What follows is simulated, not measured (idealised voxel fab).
This is a process module. Its name is voxel quadruple lines.
For reference, the cross-section in this document is cut, with width 160 nm and square cells of 5 nm.
Square cells in a grid make up a cross-section in this document, and the grid is given as bands, listed from the top down, each one or more rows of cells.
Band entry format. Leading values: height of top, height of bottom, nm. Remainder: materials in left-to-right order, each with its width in nm. Special words: "all across" on a single material, which then fills the band edge to edge; "air", empty space.
Convention: height 0 is the level below which the wafer, as received, is all one material. The lowest band does not terminate at the bottom but continues downward, represented as "0 and below".
Top row gets the first number, bottom row gets the second, and each row in between changes by the same step: that is how a band width like "30->40" works.
You'll sometimes find "no modifications" written for a step, and that's the way of saying that nowhere in the cross-section did a cell change during that step.
So "Closed cavity list" is basically the list of trapped voids: any empty space of 8 cells or more that can't reach the top through an opening. They're written width x height at distance, the distance being from the left edge, and it's all nm.
On each step's line, the part that comes after the settings is the simulator's own comment on the step.
"overlay nm" on a masked step: distance the mask lay right of its planned place, negative for left.
## The planned process steps are enumerated hereunder
1: RECEIVE: material Si
2: CONFORMAL_DEP: material Al2O3, thk nm 5
3: DIRECTIONAL_DEP: material W, thk nm 10
4: DIRECTIONAL_DEP: material polySi, thk nm 20
5: DIRECTIONAL_DEP: material aC, thk nm 20
6: PATTERN: tone cover, mask id MANDREL, material resist, width nm 15, pitch nm 60, thk nm 25, overlay nm 0
7: DIRECTIONAL_ETCH: etch materials aC, depth nm 20
8: STRIP: etch materials resist
9: CONFORMAL_DEP: material SiO2, thk nm 10
10: DIRECTIONAL_ETCH: etch materials SiO2, depth nm 10
11: STRIP: etch materials aC
12: DIRECTIONAL_ETCH: etch materials polySi, depth nm 20
13: STRIP: etch materials SiO2
14: CONFORMAL_DEP: material SiN, thk nm 5
15: DIRECTIONAL_ETCH: etch materials SiN, depth nm 5
16: STRIP: etch materials polySi
17: DIRECTIONAL_ETCH: etch materials W, depth nm 10
18: STRIP: etch materials SiN
Where the wafers of this document differ is in the width nm of step 6; they start out the same, and the plan states the value that applied to the first wafer.
## The first of several wafers in cross-section, exactly as it reached us after step 1
    0 and below | Si all across
    Closed cavity list: none
## Per-wafer rows below. For each material: cells gained (+) or lost (-) since the wafer was received, as of end of module. Then: closed voids
width nm 15; +32 Al2O3; +16 W; Closed cavity list: none
width nm 20; +32 Al2O3; +16 W; Closed cavity list: none
width nm 25; +32 Al2O3; +16 W; Closed cavity list: none
width nm 30; +32 Al2O3; +16 W; Closed cavity list: none
width nm 35; +32 Al2O3; +14 W; Closed cavity list: none
